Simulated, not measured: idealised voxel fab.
Process module in this document: voxel self aligned vias
Xsec cut, 225 nm wide, square cell size 5 nm.
If you're reading a cross-section in this doc, picture square cells in a grid; it comes to you as bands, top ones listed first down to the bottom, and a band can be one or more rows of cells.
Quick guide to a band line: top height, bottom height (nm) up front; then every material left to right with its width in nm. Only one material and it's marked "everywhere"? Then it fills the band edge to edge. And "empty" just means empty space.
Basically, 0 is our baseline, since under it the wafer straight out of the box is all one material. The bottom band has no lower end and keeps on going down, so it looks like "0 and below".
Top row gets the first number, bottom row gets the second, and each row in between changes by the same step: that is how a band width like "30->40" works.
"no modifications", as given for a step, is the statement that not any cell of the cross-section underwent a change during that step.
In the "Voids, fully enclosed" entry, you get each enclosed empty space of 8 cells or more, one with no open way to the top, written width x height at distance, distance from the left edge, in nm.
Heads up: the bit after the settings on a step's line is the simulator's remark on that step.
Steps that use a mask can have "overlay nm" on their line. It says how far the mask sat to the right of where it was meant to be. Negative means to the left.

Steps in the process plan:
| 1 | RECEIVE with material Si |
| 2 | CONFORMAL_DEP with material SiO2, thk nm 15 |
| 3 | CONFORMAL_DEP with material SiCN, thk nm 5 |
| 4 | DIRECTIONAL_DEP with material SiO2, thk nm 25 |
| 5 | MASKED_ETCH with tone open, mask id LINES, width nm 25, pitch nm 55, etch materials SiO2, depth nm 25, overlay nm 0 |
| 6 | CONFORMAL_DEP with material TiN, thk nm 5 |
| 7 | FILL_DEP with material W, thk nm 10 |
| 8 | CMP with height nm 45 |
| 9 | SELECTIVE_ETCH with etch materials W Ru TiN, depth nm 5 |
| 10 | FILL_DEP with material SiN, thk nm 5 |
| 11 | CMP with height nm 45 |
| 12 | DIRECTIONAL_DEP with material SiO2, thk nm 15 |
| 13 | MASKED_ETCH with tone open, mask id VIAS, width nm 35, pitch nm 55, etch materials SiO2, depth nm 15, overlay nm 0 |
| 14 | MASKED_ETCH with tone open, mask id VIAS, width nm 35, pitch nm 55, etch materials SiN, depth nm 5, overlay nm 0 |
| 15 | CONFORMAL_DEP with material TiN, thk nm 5 |
| 16 | FILL_DEP with material W, thk nm 10 |
| 17 | CMP with height nm 60 |
| 18 | CONFORMAL_DEP with material SiN, thk nm 5 |

So this is the incoming wafer in cross-section - it's already been through step 1:
* 0 and below = Si everywhere
* Voids, fully enclosed: none

First of two wafers, end-of-module section, run followed plan:
* 65 down to 60 = SiN everywhere
* 60 down to 50 = 65 of SiO2; 5 of TiN; 25 of W; 5 of TiN; 20 of SiO2; 5 of TiN; 25 of W; 5 of TiN; 70 of SiO2
* 50 down to 45 = 65 of SiO2; 10 of TiN; 15 of W; 10 of TiN; 20 of SiO2; 10 of TiN; 15 of W; 10 of TiN; 70 of SiO2
* 45 down to 40 = 70 of SiO2; 25 of TiN; 30 of SiO2; 25 of TiN; 75 of SiO2
* 40 down to 25 = 70 of SiO2; 5 of TiN; 15 of W; 5 of TiN; 30 of SiO2; 5 of TiN; 15 of W; 5 of TiN; 75 of SiO2
* 25 down to 20 = 70 of SiO2; 25 of TiN; 30 of SiO2; 25 of TiN; 75 of SiO2
* 20 down to 15 = SiCN everywhere
* 15 down to 0 = SiO2 everywhere
* 0 and below = Si everywhere
* Voids, fully enclosed: none

Here's the second of our two wafers sectioned at module end. Same start as the first, same plan, but one mistake got made running it:
* 65 down to 60 = SiN everywhere
* 60 down to 50 = 65 of SiO2; 5 of TiN; 25 of W; 5 of TiN; 20 of SiO2; 5 of TiN; 25 of W; 5 of TiN; 70 of SiO2
* 50 down to 45 = 65 of SiO2; 10 of TiN; 15 of W; 10 of TiN; 20 of SiO2; 10 of TiN; 15 of W; 10 of TiN; 70 of SiO2
* 45 down to 35 = 70 of SiO2; 25 of TiN; 30 of SiO2; 25 of TiN; 75 of SiO2
* 35 down to 30 = SiCN everywhere
* 30 down to 0 = SiO2 everywhere
* 0 and below = Si everywhere
* Voids, fully enclosed: none
Want to know what went wrong? step 2 was run twice
Wafer comparison, final, in cells, second relative to first, materials more or fewer: 30 more of SiO2; 12 fewer of TiN; 18 fewer of W
